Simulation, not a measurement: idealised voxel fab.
The following process module bears the name voxel self aligned vias.
cross-section cut | 210 nm wide | cells 5 nm
For the purposes of this document, a cross-section shall be understood as a grid of square cells, specified as bands listed in top-to-bottom order, each band consisting of one or more rows of cells.
Top height, bottom height, nm. Materials left to right, width each, nm. Single material + "edge to edge" = fills band edge to edge. "air" = empty.
Heights are reckoned from 0. Under this level, the received wafer is all of one material. The bottommost band is open-ended downward, for example "0 nm and below".
It should be noted that a width expressed as "30..40" varies in equal increments from row to row of cells within the band, taking the value of the first number at the top row and that of the second number at the bottom row.
Take "changes: none" at face value: in the step it is given for, the cross-section changed in none of its cells.
Enclosed voids (no open way to top), threshold 8 cells or more, entry "Voids, fully enclosed", notation width x height at distance, distance from left edge, nm.
The remark found on a step's line after its settings is issued by the simulator itself and pertains to that step.
overlay nm: mask offset rightward from planned place, masked step; negative means leftward offset.

**Planned step list for the process**
1 RECEIVE | material Si
2 CONFORMAL_DEP | material SiO2 | thk nm 10
3 CONFORMAL_DEP | material SiCN | thk nm 5
4 DIRECTIONAL_DEP | material lowk | thk nm 20
5 PATTERN | tone open | mask id LINES | material resist | width nm 30 | pitch nm 55 | thk nm 15 | overlay nm 0
6 DIRECTIONAL_ETCH | etch materials lowk | depth nm 20
7 STRIP | etch materials resist
8 CONFORMAL_DEP | material TiN | thk nm 5
9 FILL_DEP | material Ru | thk nm 10
10 CMP | height nm 35
11 SELECTIVE_ETCH | etch materials W Ru TiN | depth nm 5
12 FILL_DEP | material SiN | thk nm 5
13 CMP | height nm 35
14 DIRECTIONAL_DEP | material lowk | thk nm 20
15 MASKED_ETCH | tone open | mask id VIAS | width nm 40 | etch materials lowk | depth nm 20 | overlay nm 0
16 MASKED_ETCH | tone open | mask id VIAS | width nm 40 | etch materials SiN | depth nm 5 | overlay nm 0
17 CONFORMAL_DEP | material TiN | thk nm 5
18 FILL_DEP | material W | thk nm 10
19 CMP | height nm 55
20 CONFORMAL_DEP | material SiN | thk nm 5

**Incoming wafer in cross-section (state: after step 1)**
    0 nm and below = Si edge to edge
    Voids, fully enclosed: none

**Cross-sectional image of the first of two wafers at the end of the module, the run having proceeded as planned**
    60 nm to 55 nm = SiN edge to edge
    55 nm to 40 nm = lowk 55, then TiN 5, then W 30, then TiN 5, then lowk 115
    40 nm to 35 nm = lowk 55, then TiN 10, then W 20, then TiN 10, then lowk 115
    35 nm to 30 nm = lowk 60, then TiN 30, then lowk 25, then SiN 30, then lowk 65
    30 nm to 20 nm = lowk 60, then TiN 5, then Ru 20, then TiN 5, then lowk 25, then TiN 5, then Ru 20, then TiN 5, then lowk 65
    20 nm to 15 nm = lowk 60, then TiN 30, then lowk 25, then TiN 30, then lowk 65
    15 nm to 10 nm = SiCN edge to edge
    10 nm to 0 nm = SiO2 edge to edge
    0 nm and below = Si edge to edge
    Voids, fully enclosed: none

**Now the second wafer, cross-sectioned at the end of the module. Nothing different at the start, nothing different in the plan compared with the first, just one mistake when it was actually run**
    60 nm to 55 nm = SiN edge to edge
    55 nm to 40 nm = lowk 55, then TiN 5, then W 30, then TiN 5, then lowk 115
    40 nm to 35 nm = lowk 55, then TiN 10, then W 15, then TiN 15, then lowk 115
    35 nm to 30 nm = lowk 60, then TiN 25, then SiN 5, then lowk 25, then SiN 30, then lowk 65
    30 nm to 20 nm = lowk 60, then TiN 5, then Ru 20, then TiN 5, then lowk 25, then TiN 5, then Ru 20, then TiN 5, then lowk 65
    20 nm to 15 nm = lowk 60, then TiN 30, then lowk 25, then TiN 30, then lowk 65
    15 nm to 10 nm = SiCN edge to edge
    10 nm to 0 nm = SiO2 edge to edge
    0 nm and below = Si edge to edge
    Voids, fully enclosed: none
what went wrong: planned and actual differ for step 16; actual: MASKED_ETCH | tone open | mask id VIAS | width nm 40 | etch materials SiN | depth nm 5 | overlay nm -10
Count the cells at the end and the second wafer has more or fewer of some materials than the first: SiN +1 | W -1
